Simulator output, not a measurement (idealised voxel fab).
Process module under the name voxel ribs on slabs
For reference, the cross-section in this document is cut, with width 160 nm and square cells of 5 nm.
The cross-sections in this document take the form of a grid made of square cells. They are written out as bands, in order from top to bottom. Each band consists of one or more rows of cells.
In this notation a band is specified by the heights of its top and bottom, in that order and in nm, after which its materials appear from left to right, each paired with its width in nm. The word "edge to edge" attached to a single material means that material fills the band from edge to edge; the word "blank" stands for empty space.
Heads up on the height convention: 0 is the point under which the incoming wafer is all one material, and the lowest band has no bottom, it just keeps going down, like "top 0, no bottom".
Per-row width for "30->40": begins at first number (top row of band), ends at second number (bottom row), increment between rows held constant.
When a step is marked "identical to before", none of the cells in the cross-section changed during that step.
Closed-off voids of 8+ cells (no open route to the top) go in "Fully sealed cavities", written width x height at distance from the left edge, in nm.
The remark found on a step's line after its settings is issued by the simulator itself and pertains to that step.
The line of a step may include "overlay nm". On a step with a mask, this value is how far to the right of its planned place the mask lay. A negative value means the mask lay to the left.

**The planned process steps are enumerated hereunder**
| 1 | RECEIVE,material Si |
| 2 | DIRECTIONAL_DEP,material SiO2,thk nm 25 |
| 3 | DIRECTIONAL_DEP,material polySi,thk nm 20 |
| 4 | MASKED_ETCH,tone cover,mask id RIB,width nm 20,etch materials polySi,depth nm 5,overlay nm 0 |
| 5 | DIRECTIONAL_DEP,material aC,thk nm 10 |
| 6 | PATTERN,tone cover,mask id SLAB,material resist,width nm 50,thk nm 25,overlay nm 0 |
| 7 | DIRECTIONAL_ETCH,etch materials aC,depth nm 10 |
| 8 | STRIP,etch materials resist |
| 9 | DIRECTIONAL_ETCH,etch materials polySi,depth nm 15 |
| 10 | STRIP,etch materials aC |
| 11 | FILL_DEP,material SiO2,thk nm 25 |
| 12 | CMP,height nm 60 |
| 13 | DIRECTIONAL_DEP,material TiN,thk nm 5 |
| 14 | DIRECTIONAL_DEP,material aC,thk nm 15 |
| 15 | PATTERN,tone cover,mask id HEATER,material resist,width nm 30,thk nm 30,overlay nm 0 |
| 16 | DIRECTIONAL_ETCH,etch materials aC,depth nm 15 |
| 17 | STRIP,etch materials resist |
| 18 | DIRECTIONAL_ETCH,etch materials TiN,depth nm 5 |
| 19 | STRIP,etch materials aC |
| 20 | CONFORMAL_DEP,material SiN,thk nm 10 |

**This is the cross-section of the wafer as we received it, i.e. after step 1**
- top 0, no bottom | Si edge to edge
- Fully sealed cavities: none

**End-of-module XS, first of two wafers, run as planned**
- top 75, bottom 70 | blank: 55 / SiN: 50 / blank: 55
- top 70, bottom 65 | SiN edge to edge
- top 65, bottom 60 | SiN: 65 / TiN: 30 / SiN: 65
- top 60, bottom 45 | SiO2 edge to edge
- top 45, bottom 40 | SiO2: 70 / polySi: 20 / SiO2: 70
- top 40, bottom 25 | SiO2: 55 / polySi: 50 / SiO2: 55
- top 25, bottom 0 | SiO2 edge to edge
- top 0, no bottom | Si edge to edge
- Fully sealed cavities: none

**Cross-sectional view of the second of two wafers upon completion of the module. This wafer shared its starting condition and process plan with the first; one error was made during its execution**
- top 75, bottom 70 | blank: 60 / SiN: 40 / blank: 60
- top 70, bottom 65 | SiN edge to edge
- top 65, bottom 60 | SiN: 70 / TiN: 20 / SiN: 70
- top 60, bottom 45 | SiO2 edge to edge
- top 45, bottom 40 | SiO2: 70 / polySi: 20 / SiO2: 70
- top 40, bottom 25 | SiO2: 55 / polySi: 50 / SiO2: 55
- top 25, bottom 0 | SiO2 edge to edge
- top 0, no bottom | Si edge to edge
- Fully sealed cavities: none
What broke from the plan during processing? step 15 deviated from plan and actually ran as PATTERN,tone cover,mask id HEATER,material resist,width nm 20,thk nm 30,overlay nm 0
Heads up, by the end the second wafer has more or fewer cells of some materials compared to the first: -2 TiN
